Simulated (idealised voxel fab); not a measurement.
Process module in this document: voxel self aligned vias
It is cross-section cut that appears here, measuring 285 nm in width, its square cells being 5 nm in size.
This document writes a cross-section as a grid whose cells are square, and gives it as bands, listed from the top down; one or more rows of cells form a band.
It is stipulated that each band's entry specify, in nanometres, the height of the top of the band and then that of its bottom, followed by the materials of the band in left-to-right sequence, each together with its width in nanometres. A single material marked by the word "all across" is understood to fill the band from edge to edge; the word "blank" is understood to denote empty space.
Note: height 0 marks the level under which the wafer is uniformly one material as received. Lowest band unbounded below, written "top 0, no bottom".
Width "30..40": first value at the band's top row of cells, second value at its bottom row, equal change from row to row.
"remains unaltered" (step): cross-section cells unchanged, all of them.
Empty spaces counting at least 8 cells and having no open way to the top are listed in "Sealed void inventory". The notation width x height at distance is used for each, the distance being from the left edge and all three values in nm.
What comes after the settings on a step's line is commentary from the simulator itself on that step.
Steps that use a mask can have "overlay nm" on their line. It says how far the mask sat to the right of where it was meant to be. Negative means to the left.
Set out below are the planned steps of the process:
step 1: RECEIVE, material Si
step 2: CONFORMAL_DEP, material SiO2, thk nm 15
step 3: CONFORMAL_DEP, material SiCN, thk nm 5
step 4: DIRECTIONAL_DEP, material SiO2, thk nm 25
step 5: DIRECTIONAL_DEP, material aC, thk nm 10
step 6: PATTERN, tone open, mask id LINES, material resist, width nm 20, pitch nm 55, thk nm 30, overlay nm 0
step 7: DIRECTIONAL_ETCH, etch materials aC, depth nm 10
step 8: STRIP, etch materials resist
step 9: DIRECTIONAL_ETCH, etch materials SiO2, depth nm 25
step 10: STRIP, etch materials aC
step 11: CONFORMAL_DEP, material TiN, thk nm 5
step 12: FILL_DEP, material Ru, thk nm 5
step 13: CMP, height nm 45
step 14: SELECTIVE_ETCH, etch materials W Ru TiN, depth nm 10
step 15: FILL_DEP, material SiN, thk nm 10
step 16: CMP, height nm 45
step 17: DIRECTIONAL_DEP, material SiO2, thk nm 20
step 18: PATTERN, tone open, mask id VIAS, material resist, width nm 30, pitch nm 55, thk nm 15, overlay nm 0
step 19: DIRECTIONAL_ETCH, etch materials SiO2, depth nm 20
step 20: DIRECTIONAL_ETCH, etch materials SiN, depth nm 10
step 21: STRIP, etch materials resist
step 22: CONFORMAL_DEP, material TiN, thk nm 5
step 23: FILL_DEP, material W, thk nm 10
step 24: CMP, height nm 65
step 25: CONFORMAL_DEP, material SiN, thk nm 5
Received-state cross-section, reflecting completion of step 1:
* top 0, no bottom | Si all across
* Sealed void inventory: none
Cross-sectional view of the first of the two wafers upon completion of the module, processed in accordance with the plan:
* top 70, bottom 65 | SiN all across
* top 65, bottom 50 | 70 nm SiO2 | 5 nm TiN | 20 nm W | 5 nm TiN | 25 nm SiO2 | 5 nm TiN | 20 nm W | 5 nm TiN | 25 nm SiO2 | 5 nm TiN | 20 nm W | 5 nm TiN | 75 nm SiO2
* top 50, bottom 40 | 70..75 nm SiO2 | 10..5 nm TiN | 10 nm W | 10..5 nm TiN | 25..35 nm SiO2 | 10..5 nm TiN | 10 nm W | 10..5 nm TiN | 25..35 nm SiO2 | 10..5 nm TiN | 10 nm W | 10..5 nm TiN | 75..80 nm SiO2
* top 40, bottom 35 | 75 nm SiO2 | 20 nm TiN | 35 nm SiO2 | 20 nm TiN | 35 nm SiO2 | 20 nm TiN | 80 nm SiO2
* top 35, bottom 25 | 75 nm SiO2 | 5 nm TiN | 10 nm Ru | 5 nm TiN | 35 nm SiO2 | 5 nm TiN | 10 nm Ru | 5 nm TiN | 35 nm SiO2 | 5 nm TiN | 10 nm Ru | 5 nm TiN | 80 nm SiO2
* top 25, bottom 20 | 75 nm SiO2 | 20 nm TiN | 35 nm SiO2 | 20 nm TiN | 35 nm SiO2 | 20 nm TiN | 80 nm SiO2
* top 20, bottom 15 | SiCN all across
* top 15, bottom 0 | SiO2 all across
* top 0, no bottom | Si all across
* Sealed void inventory: none
Wafer two, end of module, cross-section. Same start, same plan as wafer one. One mistake in the run:
* top 70, bottom 65 | SiN all across
* top 65, bottom 50 | 70 nm SiO2 | 5 nm TiN | 20 nm W | 5 nm TiN | 25 nm SiO2 | 5 nm TiN | 20 nm W | 5 nm TiN | 25 nm SiO2 | 5 nm TiN | 20 nm W | 5 nm TiN | 75 nm SiO2
* top 50, bottom 40 | 70..75 nm SiO2 | 10..5 nm TiN | 10 nm W | 10..5 nm TiN | 25..35 nm SiO2 | 10..5 nm TiN | 10 nm W | 10..5 nm TiN | 25..35 nm SiO2 | 10..5 nm TiN | 10 nm W | 10..5 nm TiN | 75..80 nm SiO2
* top 40, bottom 35 | 75 nm SiO2 | 20 nm TiN | 35 nm SiO2 | 20 nm TiN | 35 nm SiO2 | 20 nm TiN | 80 nm SiO2
* top 35, bottom 25 | 75 nm SiO2 | 5 nm TiN | 10 nm Ru | 5 nm TiN | 35 nm SiO2 | 5 nm TiN | 10 nm Ru | 5 nm TiN | 35 nm SiO2 | 5 nm TiN | 10 nm Ru | 5 nm TiN | 80 nm SiO2
* top 25, bottom 20 | 75 nm SiO2 | 20 nm TiN | 35 nm SiO2 | 20 nm TiN | 35 nm SiO2 | 20 nm TiN | 80 nm SiO2
* top 20, bottom 5 | SiO2 all across
* top 5, bottom 0 | SiCN all across
* top 0, no bottom | Si all across
* Sealed void inventory: none
Which mistake was made when the wafer was run? contrary to the plan, steps 2 and 3 were processed in exchanged order
In the final comparison it is observed that the number of cells assigned to each material is identical for the two wafers, whereas their placement is not.
